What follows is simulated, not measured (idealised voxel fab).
Module name: voxel capacitor over wiring (process module)
Cross-section cut spans 240 nm and uses square cells 5 nm in size.
Square cells in a grid make up a cross-section in this document, and the grid is given as bands, listed from the top down, each one or more rows of cells.
Basically the band line says how high the top is and how high the bottom is, in nm, and then what's in it from left to right, every material with its width in nm. Empty space shows up as "blank", and if a single material carries "everywhere" it runs the full band edge to edge.
Measure heights from 0. That's the level where, below it, the as-received wafer is all one material. The lowest band is bottomless and extends downward; write it as in "top 0, no bottom".
A two-number width, for instance "30..40", indicates that the width is equal to the first number in the top row of the band and to the second number in the bottom row, and that it changes by a constant amount per row of cells.
When a step is marked "no alterations made", none of the cells in the cross-section changed during that step.
Closed-off voids of 8+ cells (no open route to the top) go in "Enclosed void entries", written width x height at distance from the left edge, in nm.
That trailing text on a step's line, after the settings, is the simulator's own remark on the step.
"overlay nm" on a masked step: distance the mask lay right of its planned place, negative for left.

-- The process steps that were planned are listed below
1 RECEIVE [material Si]
2 CONFORMAL_DEP [material SiO2] [thk nm 15]
3 DIRECTIONAL_DEP [material TiN] [thk nm 5]
4 DIRECTIONAL_DEP [material W] [thk nm 25]
5 MASKED_ETCH [tone cover] [mask id METAL_1] [width nm 20] [pitch nm 80] [etch materials W] [depth nm 25] [overlay nm 0]
6 MASKED_ETCH [tone cover] [mask id METAL_1] [width nm 20] [pitch nm 80] [etch materials TiN] [depth nm 5] [overlay nm 0]
7 CONFORMAL_DEP [material SiN] [thk nm 5]
8 FILL_DEP [material lowk] [thk nm 10]
9 CMP [height nm 45]
10 CONFORMAL_DEP [material SiCN] [thk nm 5]
11 DIRECTIONAL_DEP [material SiO2] [thk nm 10]
12 MASKED_ETCH [tone open] [mask id PLUG_1] [width nm 15] [etch materials SiO2] [depth nm 10] [overlay nm 0]
13 MASKED_ETCH [tone open] [mask id PLUG_1] [width nm 15] [etch materials SiCN] [depth nm 5] [overlay nm 0]
14 EPI [material Ru] [thk nm 10]
15 EPI [material Ru] [thk nm 5]
16 DIRECTIONAL_DEP [material TiN] [thk nm 5]
17 DIRECTIONAL_DEP [material Al2O3] [thk nm 5]
18 DIRECTIONAL_DEP [material TiN] [thk nm 10]
19 PATTERN [tone cover] [mask id UPPER_PLATE] [material resist] [width nm 65] [thk nm 20] [overlay nm 0]
20 DIRECTIONAL_ETCH [etch materials TiN] [depth nm 10]
21 DIRECTIONAL_ETCH [etch materials Al2O3] [depth nm 5]
22 STRIP [etch materials resist]
23 PATTERN [tone cover] [mask id LOWER_PLATE] [material resist] [width nm 75] [thk nm 15] [overlay nm 0]
24 DIRECTIONAL_ETCH [etch materials TiN] [depth nm 5]
25 STRIP [etch materials resist]
26 FILL_DEP [material SiO2] [thk nm 15]
27 CMP [height nm 90]
28 PATTERN [tone open] [mask id PLUG_2] [material resist] [width nm 15] [thk nm 20] [overlay nm 0]
29 DIRECTIONAL_ETCH [etch materials SiO2] [depth nm 10]
30 STRIP [etch materials resist]
31 CONFORMAL_DEP [material TiN] [thk nm 5]
32 FILL_DEP [material Cu] [thk nm 10]
33 CMP [height nm 90]
34 CONFORMAL_DEP [material SiN] [thk nm 5]

-- First wafer out of two, processed as planned

-- Step 1 complete: cross-section of the wafer as received
* top 0, no bottom: Si everywhere
* Enclosed void entries: none

-- After step 2, in cross-section
* top 15, bottom 0: SiO2 everywhere
* Under 0: no change, same as before.

-- After step 3, in cross-section
* top 20, bottom 15: TiN everywhere
* Under 15: no change, same as before.

-- After step 4, in cross-section
* top 45, bottom 20: W everywhere
* Under 20: no change, same as before.

-- After step 5, in cross-section
* top 45, bottom 20: 70 nm blank | 20 nm W | 60 nm blank | 20 nm W | 70 nm blank
* Under 20: no change, same as before.

-- After step 6, in cross-section
* top 45, bottom 20: 70 nm blank | 20 nm W | 60 nm blank | 20 nm W | 70 nm blank
* top 20, bottom 15: 70 nm blank | 20 nm TiN | 60 nm blank | 20 nm TiN | 70 nm blank
* Under 15: no change, same as before.

-- After step 7, in cross-section
* top 50, bottom 45: 65 nm blank | 30 nm SiN | 50 nm blank | 30 nm SiN | 65 nm blank
* top 45, bottom 20: 65 nm blank | 5 nm SiN | 20 nm W | 5 nm SiN | 50 nm blank | 5 nm SiN | 20 nm W | 5 nm SiN | 65 nm blank
* top 20, bottom 15: 70 nm SiN | 20 nm TiN | 60 nm SiN | 20 nm TiN | 70 nm SiN
* Under 15: no change, same as before.

-- After step 8, in cross-section
* top 60, bottom 50: lowk everywhere
* top 50, bottom 45: 65 nm lowk | 30 nm SiN | 50 nm lowk | 30 nm SiN | 65 nm lowk
* top 45, bottom 20: 65 nm lowk | 5 nm SiN | 20 nm W | 5 nm SiN | 50 nm lowk | 5 nm SiN | 20 nm W | 5 nm SiN | 65 nm lowk
* Under 20: no change, same as before.

-- After step 9, in cross-section
* top 45, bottom 20: 65 nm lowk | 5 nm SiN | 20 nm W | 5 nm SiN | 50 nm lowk | 5 nm SiN | 20 nm W | 5 nm SiN | 65 nm lowk
* Under 20: no change, same as before.

-- After step 10, in cross-section
* top 50, bottom 45: SiCN everywhere
* Under 45: no change, same as before.

-- After step 11, in cross-section
* top 60, bottom 50: SiO2 everywhere
* Under 50: no change, same as before.

-- After step 12, in cross-section
* top 60, bottom 50: 75 nm SiO2 | 15 nm blank | 150 nm SiO2
* Under 50: no change, same as before.

-- After step 13, in cross-section
* top 60, bottom 50: 75 nm SiO2 | 15 nm blank | 150 nm SiO2
* top 50, bottom 45: 75 nm SiCN | 15 nm blank | 150 nm SiCN
* Under 45: no change, same as before.

-- After step 14, in cross-section
* top 60, bottom 55: 75 nm SiO2 | 15 nm blank | 150 nm SiO2
* top 55, bottom 50: 75 nm SiO2 | 15 nm Ru | 150 nm SiO2
* top 50, bottom 45: 75 nm SiCN | 15 nm Ru | 150 nm SiCN
* Under 45: no change, same as before.

-- After step 15, in cross-section
* top 60, bottom 50: 75 nm SiO2 | 15 nm Ru | 150 nm SiO2
* Under 50: no change, same as before.

-- After step 16, in cross-section
* top 65, bottom 60: TiN everywhere
* Under 60: no change, same as before.

-- After step 17, in cross-section
* top 70, bottom 65: Al2O3 everywhere
* Under 65: no change, same as before.

-- After step 18, in cross-section
* top 80, bottom 70: TiN everywhere
* Under 70: no change, same as before.

-- After step 19, in cross-section
* top 100, bottom 80: 75 nm blank | 65 nm resist | 100 nm blank
* Under 80: no change, same as before.

-- After step 20, in cross-section
* top 100, bottom 80: 75 nm blank | 65 nm resist | 100 nm blank
* top 80, bottom 70: 75 nm blank | 65 nm TiN | 100 nm blank
* Under 70: no change, same as before.

-- After step 21, in cross-section
* top 100, bottom 80: 75 nm blank | 65 nm resist | 100 nm blank
* top 80, bottom 70: 75 nm blank | 65 nm TiN | 100 nm blank
* top 70, bottom 65: 75 nm blank | 65 nm Al2O3 | 100 nm blank
* Under 65: no change, same as before.

-- After step 22, in cross-section
* top 80, bottom 70: 75 nm blank | 65 nm TiN | 100 nm blank
* Under 70: no change, same as before.

-- After step 23, in cross-section
* top 95, bottom 80: 70 nm blank | 75 nm resist | 95 nm blank
* top 80, bottom 70: 70 nm blank | 5 nm resist | 65 nm TiN | 5 nm resist | 95 nm blank
* top 70, bottom 65: 70 nm blank | 5 nm resist | 65 nm Al2O3 | 5 nm resist | 95 nm blank
* Under 65: no change, same as before.

-- After step 24, in cross-section
* top 95, bottom 80: 70 nm blank | 75 nm resist | 95 nm blank
* top 80, bottom 70: 70 nm blank | 5 nm resist | 65 nm TiN | 5 nm resist | 95 nm blank
* top 70, bottom 65: 70 nm blank | 5 nm resist | 65 nm Al2O3 | 5 nm resist | 95 nm blank
* top 65, bottom 60: 70 nm blank | 75 nm TiN | 95 nm blank
* Under 60: no change, same as before.

-- After step 25, in cross-section
* top 80, bottom 70: 75 nm blank | 65 nm TiN | 100 nm blank
* top 70, bottom 65: 75 nm blank | 65 nm Al2O3 | 100 nm blank
* Under 65: no change, same as before.

-- After step 26, in cross-section
* top 95, bottom 80: SiO2 everywhere
* top 80, bottom 70: 75 nm SiO2 | 65 nm TiN | 100 nm SiO2
* top 70, bottom 65: 75 nm SiO2 | 65 nm Al2O3 | 100 nm SiO2
* top 65, bottom 60: 70 nm SiO2 | 75 nm TiN | 95 nm SiO2
* Under 60: no change, same as before.

-- After step 27, in cross-section
* top 90, bottom 80: SiO2 everywhere
* Under 80: no change, same as before.

-- After step 28, in cross-section
* top 110, bottom 90: 85 nm resist | 15 nm blank | 140 nm resist
* Under 90: no change, same as before.

-- After step 29, in cross-section
* top 110, bottom 90: 85 nm resist | 15 nm blank | 140 nm resist
* top 90, bottom 80: 85 nm SiO2 | 15 nm blank | 140 nm SiO2
* Under 80: no change, same as before.

-- After step 30, in cross-section
* top 90, bottom 80: 85 nm SiO2 | 15 nm blank | 140 nm SiO2
* Under 80: no change, same as before.

-- After step 31, in cross-section
* top 95, bottom 90: 90 nm TiN | 5 nm blank | 145 nm TiN
* top 90, bottom 85: 85 nm SiO2 | 5 nm TiN | 5 nm blank | 5 nm TiN | 140 nm SiO2
* top 85, bottom 80: 85 nm SiO2 | 15 nm TiN | 140 nm SiO2
* Under 80: no change, same as before.

-- After step 32, in cross-section
* top 105, bottom 95: Cu everywhere
* top 95, bottom 90: 90 nm TiN | 5 nm Cu | 145 nm TiN
* top 90, bottom 85: 85 nm SiO2 | 5 nm TiN | 5 nm Cu | 5 nm TiN | 140 nm SiO2
* Under 85: no change, same as before.

-- After step 33, in cross-section
* top 90, bottom 85: 85 nm SiO2 | 5 nm TiN | 5 nm Cu | 5 nm TiN | 140 nm SiO2
* Under 85: no change, same as before.

-- After step 34, in cross-section
* top 95, bottom 90: SiN everywhere
* Under 90: no change, same as before.

-- What follows concerns the second wafer, which started out like the first and was meant to follow the very same plan; one mistake crept in when it was run, but everything up to and including step 10 is the same as for the first wafer

-- At the planned end of step 11, the second wafer in cross-section
* top 65, bottom 50: SiO2 everywhere
* Under 50: no change, same as before.

-- At the planned end of step 12, the second wafer in cross-section
* top 65, bottom 55: 75 nm SiO2 | 15 nm blank | 150 nm SiO2
* Under 55: no change, same as before.

At the planned end of step 13, the second wafer in cross-section: no alterations made

At the planned end of step 14, the second wafer in cross-section: no alterations made

At the planned end of step 15, the second wafer in cross-section: no alterations made

-- At the planned end of step 16, the second wafer in cross-section
* top 70, bottom 65: 75 nm TiN | 15 nm blank | 150 nm TiN
* top 65, bottom 60: 75 nm SiO2 | 15 nm blank | 150 nm SiO2
* top 60, bottom 55: 75 nm SiO2 | 15 nm TiN | 150 nm SiO2
* Under 55: no change, same as before.

-- At the planned end of step 17, the second wafer in cross-section
* top 75, bottom 70: 75 nm Al2O3 | 15 nm blank | 150 nm Al2O3
* top 70, bottom 65: 75 nm TiN | 15 nm blank | 150 nm TiN
* top 65, bottom 60: 75 nm SiO2 | 15 nm Al2O3 | 150 nm SiO2
* Under 60: no change, same as before.

-- At the planned end of step 18, the second wafer in cross-section
* top 85, bottom 75: 75 nm TiN | 15 nm blank | 150 nm TiN
* top 75, bottom 70: 75 nm Al2O3 | 15 nm TiN | 150 nm Al2O3
* top 70, bottom 65: TiN everywhere
* Under 65: no change, same as before.

-- At the planned end of step 19, the second wafer in cross-section
* top 105, bottom 85: 75 nm blank | 65 nm resist | 100 nm blank
* top 85, bottom 75: 75 nm TiN | 15 nm resist | 150 nm TiN
* Under 75: no change, same as before.

-- At the planned end of step 20, the second wafer in cross-section
* top 105, bottom 85: 75 nm blank | 65 nm resist | 100 nm blank
* top 85, bottom 75: 75 nm blank | 15 nm resist | 50 nm TiN | 100 nm blank
* Under 75: no change, same as before.

-- At the planned end of step 21, the second wafer in cross-section
* top 105, bottom 85: 75 nm blank | 65 nm resist | 100 nm blank
* top 85, bottom 75: 75 nm blank | 15 nm resist | 50 nm TiN | 100 nm blank
* top 75, bottom 70: 75 nm blank | 15 nm TiN | 50 nm Al2O3 | 100 nm blank
* Under 70: no change, same as before.

-- At the planned end of step 22, the second wafer in cross-section
* top 85, bottom 75: 90 nm blank | 50 nm TiN | 100 nm blank
* Under 75: no change, same as before.

-- At the planned end of step 23, the second wafer in cross-section
* top 100, bottom 85: 70 nm blank | 75 nm resist | 95 nm blank
* top 85, bottom 75: 70 nm blank | 20 nm resist | 50 nm TiN | 5 nm resist | 95 nm blank
* top 75, bottom 70: 70 nm blank | 5 nm resist | 15 nm TiN | 50 nm Al2O3 | 5 nm resist | 95 nm blank
* Under 70: no change, same as before.

-- At the planned end of step 24, the second wafer in cross-section
* top 100, bottom 85: 70 nm blank | 75 nm resist | 95 nm blank
* top 85, bottom 75: 70 nm blank | 20 nm resist | 50 nm TiN | 5 nm resist | 95 nm blank
* top 75, bottom 70: 70 nm blank | 5 nm resist | 15 nm TiN | 50 nm Al2O3 | 5 nm resist | 95 nm blank
* top 70, bottom 65: 70 nm blank | 75 nm TiN | 95 nm blank
* Under 65: no change, same as before.

-- At the planned end of step 25, the second wafer in cross-section
* top 85, bottom 75: 90 nm blank | 50 nm TiN | 100 nm blank
* top 75, bottom 70: 75 nm blank | 15 nm TiN | 50 nm Al2O3 | 100 nm blank
* Under 70: no change, same as before.

-- At the planned end of step 26, the second wafer in cross-section
* top 100, bottom 85: SiO2 everywhere
* top 85, bottom 75: 90 nm SiO2 | 50 nm TiN | 100 nm SiO2
* top 75, bottom 70: 75 nm SiO2 | 15 nm TiN | 50 nm Al2O3 | 100 nm SiO2
* top 70, bottom 65: 70 nm SiO2 | 75 nm TiN | 95 nm SiO2
* Under 65: no change, same as before.

-- At the planned end of step 27, the second wafer in cross-section
* top 90, bottom 85: SiO2 everywhere
* Under 85: no change, same as before.

-- At the planned end of step 28, the second wafer in cross-section
* top 110, bottom 90: 85 nm resist | 15 nm blank | 140 nm resist
* Under 90: no change, same as before.

-- At the planned end of step 29, the second wafer in cross-section
* top 110, bottom 90: 85 nm resist | 15 nm blank | 140 nm resist
* top 90, bottom 85: 85 nm SiO2 | 15 nm blank | 140 nm SiO2
* top 85, bottom 80: 85 nm SiO2 | 5 nm blank | 50 nm TiN | 100 nm SiO2
* Under 80: no change, same as before.

-- At the planned end of step 30, the second wafer in cross-section
* top 90, bottom 85: 85 nm SiO2 | 15 nm blank | 140 nm SiO2
* Under 85: no change, same as before.

-- At the planned end of step 31, the second wafer in cross-section
* top 95, bottom 90: 90 nm TiN | 5 nm blank | 145 nm TiN
* top 90, bottom 80: 85 nm SiO2 | 15..55 nm TiN | 140..100 nm SiO2
* Under 80: no change, same as before.

-- At the planned end of step 32, the second wafer in cross-section
* top 105, bottom 95: Cu everywhere
* top 95, bottom 90: 90 nm TiN | 5 nm Cu | 145 nm TiN
* Under 90: no change, same as before.

-- At the planned end of step 33, the second wafer in cross-section
* top 90, bottom 80: 85 nm SiO2 | 15..55 nm TiN | 140..100 nm SiO2
* Under 80: no change, same as before.

-- At the planned end of step 34, the second wafer in cross-section
* top 95, bottom 90: SiN everywhere
* Under 90: no change, same as before.
Heads up, the wafer didn't run the way we planned it: it should be noted that step 11 was executed with settings other than those planned, the operation and settings actually applied being DIRECTIONAL_DEP [material SiO2] [thk nm 15]
Upon completion, the second wafer contains, in terms of cells, a greater or smaller amount of certain materials than the first wafer: Cu -1; Ru -9; SiCN +3; SiO2 +8; TiN -1
